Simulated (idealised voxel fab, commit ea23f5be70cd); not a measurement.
process module | voxel wiring stack
Xsec cut, 225 nm wide, square cell size 5 nm.
Cross-section format: a grid of square cells, given as bands from top to bottom; each band is one or more rows of cells. Band entry format. Leading values: height of top, height of bottom, nm. Remainder: materials in left-to-right order, each with its width in nm. Special words: "all across" on a single material, which then fills the band edge to edge; "air", empty space. Below 0: as-received wafer, all one material; heights counted from there. Lowest band: no bottom, goes on down, written "from 0 down". The width entry "30 to 40" should be interpreted row by row: the top row of cells in the band takes the first number, the bottom row takes the second number, and the change between adjacent rows is uniform throughout. "no change", as given for a step, is the statement that not any cell of the cross-section underwent a change during that step. "Fully sealed voids" enumerates empty spaces isolated from the top, with no open way to it, that contain at least 8 cells, giving each as width x height at distance from the left edge, all three in nm. Formally, on a step line, whatever follows the settings is a remark that the simulator itself makes on the step. The setting "overlay nm" may be written on the line of a step. When the step uses a mask, the value reports how far to the right of the planned place the mask lay, and a negative value reports that it lay to the left.
### List of planned process steps
1: RECEIVE (material Si)
2: CONFORMAL_DEP (material SiO2; thk nm 10)
3: CONFORMAL_DEP (material SiCN; thk nm 5)
4: DIRECTIONAL_DEP (material SiO2; thk nm 25)
5: MASKED_ETCH (tone open; mask id METAL_1; width nm 25; pitch nm 45; etch materials SiO2; depth nm 25; overlay nm 0)
6: MASKED_ETCH (tone open; mask id METAL_1; width nm 25; pitch nm 45; etch materials SiCN; depth nm 5; overlay nm 0)
7: CONFORMAL_DEP (material TiN; thk nm 5)
8: FILL_DEP (material Ru; thk nm 5)
9: CMP (height nm 40)
10: CONFORMAL_DEP (material SiCN; thk nm 5)
11: DIRECTIONAL_DEP (material lowk; thk nm 30)
12: PATTERN (tone open; mask id METAL_2_HOLES; material resist; width nm 15; thk nm 20; overlay nm 0)
13: DIRECTIONAL_ETCH (etch materials lowk; depth nm 30)
14: STRIP (etch materials resist)
15: PATTERN (tone open; mask id METAL_2; material resist; width nm 25; pitch nm 45; thk nm 15; overlay nm 0)
16: DIRECTIONAL_ETCH (etch materials lowk; depth nm 15)
17: DIRECTIONAL_ETCH (etch materials SiCN; depth nm 5)
18: STRIP (etch materials resist)
19: CONFORMAL_DEP (material TiN; thk nm 5)
20: FILL_DEP (material Cu; thk nm 5)
21: CMP (height nm 75)
22: CONFORMAL_DEP (material SiCN; thk nm 5)
23: DIRECTIONAL_DEP (material SiO2; thk nm 20)
24: PATTERN (tone open; mask id PLUG_2; material resist; width nm 15; pitch nm 45; thk nm 20; overlay nm 0)
25: DIRECTIONAL_ETCH (etch materials SiO2; depth nm 20)
26: DIRECTIONAL_ETCH (etch materials SiCN; depth nm 5)
27: STRIP (etch materials resist)
28: EPI (material Ru; thk nm 10)
29: EPI (material Ru; thk nm 10)
30: EPI (material Ru; thk nm 5)
31: DIRECTIONAL_DEP (material TiN; thk nm 5)
32: DIRECTIONAL_DEP (material Ru; thk nm 20)
33: DIRECTIONAL_DEP (material aC; thk nm 15)
34: PATTERN (tone cover; mask id METAL_3; material resist; width nm 25; pitch nm 45; thk nm 30; overlay nm 0)
35: DIRECTIONAL_ETCH (etch materials aC; depth nm 15)
36: STRIP (etch materials resist)
37: DIRECTIONAL_ETCH (etch materials Ru; depth nm 20)
38: DIRECTIONAL_ETCH (etch materials TiN; depth nm 5)
39: STRIP (etch materials aC)
40: FILL_DEP (material SiO2; thk nm 10)
41: CMP (height nm 125)
42: CONFORMAL_DEP (material SiCN; thk nm 5)
### The first of a set of two wafers, run to plan
### As received (post step 1): cross-section
  from 0 down | Si all across
  Fully sealed voids: none
### Cross-section through the wafer, step 2 finished
  from 10 to 0 | SiO2 all across
  Anything lower than 0 is untouched.
### Cross-section through the wafer, step 3 finished
  from 15 to 10 | SiCN all across
  Anything lower than 10 is untouched.
### Cross-section through the wafer, step 4 finished
  from 40 to 15 | SiO2 all across
  Anything lower than 15 is untouched.
### Cross-section through the wafer, step 5 finished
  from 40 to 15 | SiO2=75, air=25, SiO2=20, air=25, SiO2=80
  Anything lower than 15 is untouched.
### Cross-section through the wafer, step 6 finished
  from 40 to 15 | SiO2=75, air=25, SiO2=20, air=25, SiO2=80
  from 15 to 10 | SiCN=75, air=25, SiCN=20, air=25, SiCN=80
  Anything lower than 10 is untouched.
### Cross-section through the wafer, step 7 finished
  from 45 to 40 | TiN=80, air=15, TiN=30, air=15, TiN=85
  from 40 to 15 | SiO2=75, TiN=5, air=15, TiN=5, SiO2=20, TiN=5, air=15, TiN=5, SiO2=80
  from 15 to 10 | SiCN=75, TiN=25, SiCN=20, TiN=25, SiCN=80
  Anything lower than 10 is untouched.
### Cross-section through the wafer, step 8 finished
  from 50 to 45 | Ru all across
  from 45 to 40 | TiN=80, Ru=15, TiN=30, Ru=15, TiN=85
  from 40 to 15 | SiO2=75, TiN=5, Ru=15, TiN=5, SiO2=20, TiN=5, Ru=15, TiN=5, SiO2=80
  Anything lower than 15 is untouched.
### Cross-section through the wafer, step 9 finished
  from 40 to 15 | SiO2=75, TiN=5, Ru=15, TiN=5, SiO2=20, TiN=5, Ru=15, TiN=5, SiO2=80
  Anything lower than 15 is untouched.
### Cross-section through the wafer, step 10 finished
  from 45 to 40 | SiCN all across
  Anything lower than 40 is untouched.
### Cross-section through the wafer, step 11 finished
  from 75 to 45 | lowk all across
  Anything lower than 45 is untouched.
### Cross-section through the wafer, step 12 finished
  from 95 to 75 | resist=75, air=15, resist=135
  Anything lower than 75 is untouched.
### Cross-section through the wafer, step 13 finished
  from 95 to 75 | resist=75, air=15, resist=135
  from 75 to 45 | lowk=75, air=15, lowk=135
  Anything lower than 45 is untouched.
### Cross-section through the wafer, step 14 finished
  from 75 to 45 | lowk=75, air=15, lowk=135
  Anything lower than 45 is untouched.
### Cross-section through the wafer, step 15 finished
  from 90 to 75 | resist=75, air=25, resist=20, air=25, resist=80
  Anything lower than 75 is untouched.
### Cross-section through the wafer, step 16 finished
  from 90 to 75 | resist=75, air=25, resist=20, air=25, resist=80
  from 75 to 60 | lowk=75, air=25, lowk=20, air=25, lowk=80
  Anything lower than 60 is untouched.
### Cross-section through the wafer, step 17 finished
  from 90 to 75 | resist=75, air=25, resist=20, air=25, resist=80
  from 75 to 60 | lowk=75, air=25, lowk=20, air=25, lowk=80
  from 60 to 45 | lowk=75, air=15, lowk=135
  from 45 to 40 | SiCN=75, air=15, SiCN=135
  Anything lower than 40 is untouched.
### Cross-section through the wafer, step 18 finished
  from 75 to 60 | lowk=75, air=25, lowk=20, air=25, lowk=80
  Anything lower than 60 is untouched.
### Cross-section through the wafer, step 19 finished
  from 80 to 75 | TiN=80, air=15, TiN=30, air=15, TiN=85
  from 75 to 65 | lowk=75, TiN=5, air=15, TiN=5, lowk=20, TiN=5, air=15, TiN=5, lowk=80
  from 65 to 60 | lowk=75, TiN=5, air=5, TiN=15, lowk=20, TiN=25, lowk=80
  from 60 to 45 | lowk=75, TiN=5, air=5, TiN=5, lowk=135
  from 45 to 40 | SiCN=75, TiN=15, SiCN=135
  Anything lower than 40 is untouched.
### Cross-section through the wafer, step 20 finished
  from 85 to 80 | Cu all across
  from 80 to 75 | TiN=80, Cu=15, TiN=30, Cu=15, TiN=85
  from 75 to 65 | lowk=75, TiN=5, Cu=15, TiN=5, lowk=20, TiN=5, Cu=15, TiN=5, lowk=80
  from 65 to 60 | lowk=75, TiN=5, Cu=5, TiN=15, lowk=20, TiN=25, lowk=80
  from 60 to 45 | lowk=75, TiN=5, Cu=5, TiN=5, lowk=135
  Anything lower than 45 is untouched.
### Cross-section through the wafer, step 21 finished
  from 75 to 65 | lowk=75, TiN=5, Cu=15, TiN=5, lowk=20, TiN=5, Cu=15, TiN=5, lowk=80
  Anything lower than 65 is untouched.
### Cross-section through the wafer, step 22 finished
  from 80 to 75 | SiCN all across
  Anything lower than 75 is untouched.
### Cross-section through the wafer, step 23 finished
  from 100 to 80 | SiO2 all across
  Anything lower than 80 is untouched.
### Cross-section through the wafer, step 24 finished
  from 120 to 100 | resist=75, air=15, resist=30, air=15, resist=90
  Anything lower than 100 is untouched.
### Cross-section through the wafer, step 25 finished
  from 120 to 100 | resist=75, air=15, resist=30, air=15, resist=90
  from 100 to 80 | SiO2=75, air=15, SiO2=30, air=15, SiO2=90
  Anything lower than 80 is untouched.
### Cross-section through the wafer, step 26 finished
  from 120 to 100 | resist=75, air=15, resist=30, air=15, resist=90
  from 100 to 80 | SiO2=75, air=15, SiO2=30, air=15, SiO2=90
  from 80 to 75 | SiCN=75, air=15, SiCN=30, air=15, SiCN=90
  Anything lower than 75 is untouched.
### Cross-section through the wafer, step 27 finished
  from 100 to 80 | SiO2=75, air=15, SiO2=30, air=15, SiO2=90
  Anything lower than 80 is untouched.
### Cross-section through the wafer, step 28 finished
  from 100 to 85 | SiO2=75, air=15, SiO2=30, air=15, SiO2=90
  from 85 to 80 | SiO2=75, Ru=15, SiO2=30, Ru=15, SiO2=90
  from 80 to 75 | SiCN=75, Ru=15, SiCN=30, Ru=15, SiCN=90
  Anything lower than 75 is untouched.
### Cross-section through the wafer, step 29 finished
  from 100 to 95 | SiO2=75, air=15, SiO2=30, air=15, SiO2=90
  from 95 to 80 | SiO2=75, Ru=15, SiO2=30, Ru=15, SiO2=90
  Anything lower than 80 is untouched.
### Cross-section through the wafer, step 30 finished
  from 100 to 80 | SiO2=75, Ru=15, SiO2=30, Ru=15, SiO2=90
  Anything lower than 80 is untouched.
### Cross-section through the wafer, step 31 finished
  from 105 to 100 | TiN all across
  Anything lower than 100 is untouched.
### Cross-section through the wafer, step 32 finished
  from 125 to 105 | Ru all across
  Anything lower than 105 is untouched.
### Cross-section through the wafer, step 33 finished
  from 140 to 125 | aC all across
  Anything lower than 125 is untouched.
### Cross-section through the wafer, step 34 finished
  from 170 to 140 | air=75, resist=25, air=20, resist=25, air=80
  Anything lower than 140 is untouched.
### Cross-section through the wafer, step 35 finished
  from 155 to 140 | air=75, resist=25, air=20, resist=25, air=80
  from 140 to 125 | air=75, aC=25, air=20, aC=25, air=80
  Anything lower than 125 is untouched.
### Cross-section through the wafer, step 36 finished
  from 140 to 125 | air=75, aC=25, air=20, aC=25, air=80
  Anything lower than 125 is untouched.
### Cross-section through the wafer, step 37 finished
  from 140 to 125 | air=75, aC=25, air=20, aC=25, air=80
  from 125 to 105 | air=75, Ru=25, air=20, Ru=25, air=80
  Anything lower than 105 is untouched.
### Cross-section through the wafer, step 38 finished
  from 140 to 125 | air=75, aC=25, air=20, aC=25, air=80
  from 125 to 105 | air=75, Ru=25, air=20, Ru=25, air=80
  from 105 to 100 | air=75, TiN=25, air=20, TiN=25, air=80
  Anything lower than 100 is untouched.
### Cross-section through the wafer, step 39 finished
  from 125 to 105 | air=75, Ru=25, air=20, Ru=25, air=80
  Anything lower than 105 is untouched.
### Cross-section through the wafer, step 40 finished
  from 135 to 125 | SiO2 all across
  from 125 to 105 | SiO2=75, Ru=25, SiO2=20, Ru=25, SiO2=80
  from 105 to 100 | SiO2=75, TiN=25, SiO2=20, TiN=25, SiO2=80
  Anything lower than 100 is untouched.
### Cross-section through the wafer, step 41 finished
  from 125 to 105 | SiO2=75, Ru=25, SiO2=20, Ru=25, SiO2=80
  Anything lower than 105 is untouched.
### Cross-section through the wafer, step 42 finished
  from 130 to 125 | SiCN all across
  Anything lower than 125 is untouched.
### Okay, second wafer. Nothing different at the start, nothing different in the plan, just one mistake somewhere in the running. As far as step 1, counting that step, it's the first wafer all over again
### Second wafer shown in cross-section at the time step 2 was slated to end
  from 10 to 0 | SiCN all across
  Anything lower than 0 is untouched.
### Second wafer shown in cross-section at the time step 3 was slated to end
  from 15 to 0 | SiCN all across
  Anything lower than 0 is untouched.
### Second wafer shown in cross-section at the time step 4 was slated to end
  from 40 to 15 | SiO2 all across
  Anything lower than 15 is untouched.
### Second wafer shown in cross-section at the time step 5 was slated to end
  from 40 to 15 | SiO2=75, air=25, SiO2=20, air=25, SiO2=80
  Anything lower than 15 is untouched.
### Second wafer shown in cross-section at the time step 6 was slated to end
  from 40 to 15 | SiO2=75, air=25, SiO2=20, air=25, SiO2=80
  from 15 to 10 | SiCN=75, air=25, SiCN=20, air=25, SiCN=80
  Anything lower than 10 is untouched.
### Second wafer shown in cross-section at the time step 7 was slated to end
  from 45 to 40 | TiN=80, air=15, TiN=30, air=15, TiN=85
  from 40 to 15 | SiO2=75, TiN=5, air=15, TiN=5, SiO2=20, TiN=5, air=15, TiN=5, SiO2=80
  from 15 to 10 | SiCN=75, TiN=25, SiCN=20, TiN=25, SiCN=80
  Anything lower than 10 is untouched.
### Second wafer shown in cross-section at the time step 8 was slated to end
  from 50 to 45 | Ru all across
  from 45 to 40 | TiN=80, Ru=15, TiN=30, Ru=15, TiN=85
  from 40 to 15 | SiO2=75, TiN=5, Ru=15, TiN=5, SiO2=20, TiN=5, Ru=15, TiN=5, SiO2=80
  Anything lower than 15 is untouched.
### Second wafer shown in cross-section at the time step 9 was slated to end
  from 40 to 15 | SiO2=75, TiN=5, Ru=15, TiN=5, SiO2=20, TiN=5, Ru=15, TiN=5, SiO2=80
  Anything lower than 15 is untouched.
### Second wafer shown in cross-section at the time step 10 was slated to end
  from 45 to 40 | SiCN all across
  Anything lower than 40 is untouched.
### Second wafer shown in cross-section at the time step 11 was slated to end
  from 75 to 45 | lowk all across
  Anything lower than 45 is untouched.
### Second wafer shown in cross-section at the time step 12 was slated to end
  from 95 to 75 | resist=75, air=15, resist=135
  Anything lower than 75 is untouched.
### Second wafer shown in cross-section at the time step 13 was slated to end
  from 95 to 75 | resist=75, air=15, resist=135
  from 75 to 45 | lowk=75, air=15, lowk=135
  Anything lower than 45 is untouched.
### Second wafer shown in cross-section at the time step 14 was slated to end
  from 75 to 45 | lowk=75, air=15, lowk=135
  Anything lower than 45 is untouched.
### Second wafer shown in cross-section at the time step 15 was slated to end
  from 90 to 75 | resist=75, air=25, resist=20, air=25, resist=80
  Anything lower than 75 is untouched.
### Second wafer shown in cross-section at the time step 16 was slated to end
  from 90 to 75 | resist=75, air=25, resist=20, air=25, resist=80
  from 75 to 60 | lowk=75, air=25, lowk=20, air=25, lowk=80
  Anything lower than 60 is untouched.
### Second wafer shown in cross-section at the time step 17 was slated to end
  from 90 to 75 | resist=75, air=25, resist=20, air=25, resist=80
  from 75 to 60 | lowk=75, air=25, lowk=20, air=25, lowk=80
  from 60 to 45 | lowk=75, air=15, lowk=135
  from 45 to 40 | SiCN=75, air=15, SiCN=135
  Anything lower than 40 is untouched.
### Second wafer shown in cross-section at the time step 18 was slated to end
  from 75 to 60 | lowk=75, air=25, lowk=20, air=25, lowk=80
  Anything lower than 60 is untouched.
### Second wafer shown in cross-section at the time step 19 was slated to end
  from 80 to 75 | TiN=80, air=15, TiN=30, air=15, TiN=85
  from 75 to 65 | lowk=75, TiN=5, air=15, TiN=5, lowk=20, TiN=5, air=15, TiN=5, lowk=80
  from 65 to 60 | lowk=75, TiN=5, air=5, TiN=15, lowk=20, TiN=25, lowk=80
  from 60 to 45 | lowk=75, TiN=5, air=5, TiN=5, lowk=135
  from 45 to 40 | SiCN=75, TiN=15, SiCN=135
  Anything lower than 40 is untouched.
### Second wafer shown in cross-section at the time step 20 was slated to end
  from 85 to 80 | Cu all across
  from 80 to 75 | TiN=80, Cu=15, TiN=30, Cu=15, TiN=85
  from 75 to 65 | lowk=75, TiN=5, Cu=15, TiN=5, lowk=20, TiN=5, Cu=15, TiN=5, lowk=80
  from 65 to 60 | lowk=75, TiN=5, Cu=5, TiN=15, lowk=20, TiN=25, lowk=80
  from 60 to 45 | lowk=75, TiN=5, Cu=5, TiN=5, lowk=135
  Anything lower than 45 is untouched.
### Second wafer shown in cross-section at the time step 21 was slated to end
  from 75 to 65 | lowk=75, TiN=5, Cu=15, TiN=5, lowk=20, TiN=5, Cu=15, TiN=5, lowk=80
  Anything lower than 65 is untouched.
### Second wafer shown in cross-section at the time step 22 was slated to end
  from 80 to 75 | SiCN all across
  Anything lower than 75 is untouched.
### Second wafer shown in cross-section at the time step 23 was slated to end
  from 100 to 80 | SiO2 all across
  Anything lower than 80 is untouched.
### Second wafer shown in cross-section at the time step 24 was slated to end
  from 120 to 100 | resist=75, air=15, resist=30, air=15, resist=90
  Anything lower than 100 is untouched.
### Second wafer shown in cross-section at the time step 25 was slated to end
  from 120 to 100 | resist=75, air=15, resist=30, air=15, resist=90
  from 100 to 80 | SiO2=75, air=15, SiO2=30, air=15, SiO2=90
  Anything lower than 80 is untouched.
### Second wafer shown in cross-section at the time step 26 was slated to end
  from 120 to 100 | resist=75, air=15, resist=30, air=15, resist=90
  from 100 to 80 | SiO2=75, air=15, SiO2=30, air=15, SiO2=90
  from 80 to 75 | SiCN=75, air=15, SiCN=30, air=15, SiCN=90
  Anything lower than 75 is untouched.
### Second wafer shown in cross-section at the time step 27 was slated to end
  from 100 to 80 | SiO2=75, air=15, SiO2=30, air=15, SiO2=90
  Anything lower than 80 is untouched.
### Second wafer shown in cross-section at the time step 28 was slated to end
  from 100 to 85 | SiO2=75, air=15, SiO2=30, air=15, SiO2=90
  from 85 to 80 | SiO2=75, Ru=15, SiO2=30, Ru=15, SiO2=90
  from 80 to 75 | SiCN=75, Ru=15, SiCN=30, Ru=15, SiCN=90
  Anything lower than 75 is untouched.
### Second wafer shown in cross-section at the time step 29 was slated to end
  from 100 to 95 | SiO2=75, air=15, SiO2=30, air=15, SiO2=90
  from 95 to 80 | SiO2=75, Ru=15, SiO2=30, Ru=15, SiO2=90
  Anything lower than 80 is untouched.
### Second wafer shown in cross-section at the time step 30 was slated to end
  from 100 to 80 | SiO2=75, Ru=15, SiO2=30, Ru=15, SiO2=90
  Anything lower than 80 is untouched.
### Second wafer shown in cross-section at the time step 31 was slated to end
  from 105 to 100 | TiN all across
  Anything lower than 100 is untouched.
### Second wafer shown in cross-section at the time step 32 was slated to end
  from 125 to 105 | Ru all across
  Anything lower than 105 is untouched.
### Second wafer shown in cross-section at the time step 33 was slated to end
  from 140 to 125 | aC all across
  Anything lower than 125 is untouched.
### Second wafer shown in cross-section at the time step 34 was slated to end
  from 170 to 140 | air=75, resist=25, air=20, resist=25, air=80
  Anything lower than 140 is untouched.
### Second wafer shown in cross-section at the time step 35 was slated to end
  from 155 to 140 | air=75, resist=25, air=20, resist=25, air=80
  from 140 to 125 | air=75, aC=25, air=20, aC=25, air=80
  Anything lower than 125 is untouched.
### Second wafer shown in cross-section at the time step 36 was slated to end
  from 140 to 125 | air=75, aC=25, air=20, aC=25, air=80
  Anything lower than 125 is untouched.
### Second wafer shown in cross-section at the time step 37 was slated to end
  from 140 to 125 | air=75, aC=25, air=20, aC=25, air=80
  from 125 to 105 | air=75, Ru=25, air=20, Ru=25, air=80
  Anything lower than 105 is untouched.
### Second wafer shown in cross-section at the time step 38 was slated to end
  from 140 to 125 | air=75, aC=25, air=20, aC=25, air=80
  from 125 to 105 | air=75, Ru=25, air=20, Ru=25, air=80
  from 105 to 100 | air=75, TiN=25, air=20, TiN=25, air=80
  Anything lower than 100 is untouched.
### Second wafer shown in cross-section at the time step 39 was slated to end
  from 125 to 105 | air=75, Ru=25, air=20, Ru=25, air=80
  Anything lower than 105 is untouched.
### Second wafer shown in cross-section at the time step 40 was slated to end
  from 135 to 125 | SiO2 all across
  from 125 to 105 | SiO2=75, Ru=25, SiO2=20, Ru=25, SiO2=80
  from 105 to 100 | SiO2=75, TiN=25, SiO2=20, TiN=25, SiO2=80
  Anything lower than 100 is untouched.
### Second wafer shown in cross-section at the time step 41 was slated to end
  from 125 to 105 | SiO2=75, Ru=25, SiO2=20, Ru=25, SiO2=80
  Anything lower than 105 is untouched.
### Second wafer shown in cross-section at the time step 42 was slated to end
  from 130 to 125 | SiCN all across
  Anything lower than 125 is untouched.
Plan not followed: step 2 was run on a setting that differed from the plan, and what really ran there is CONFORMAL_DEP (material SiCN; thk nm 10)
At the finish, the second wafer shows more or fewer cells for some materials than the first does: 90 more of SiCN | 90 fewer of SiO2
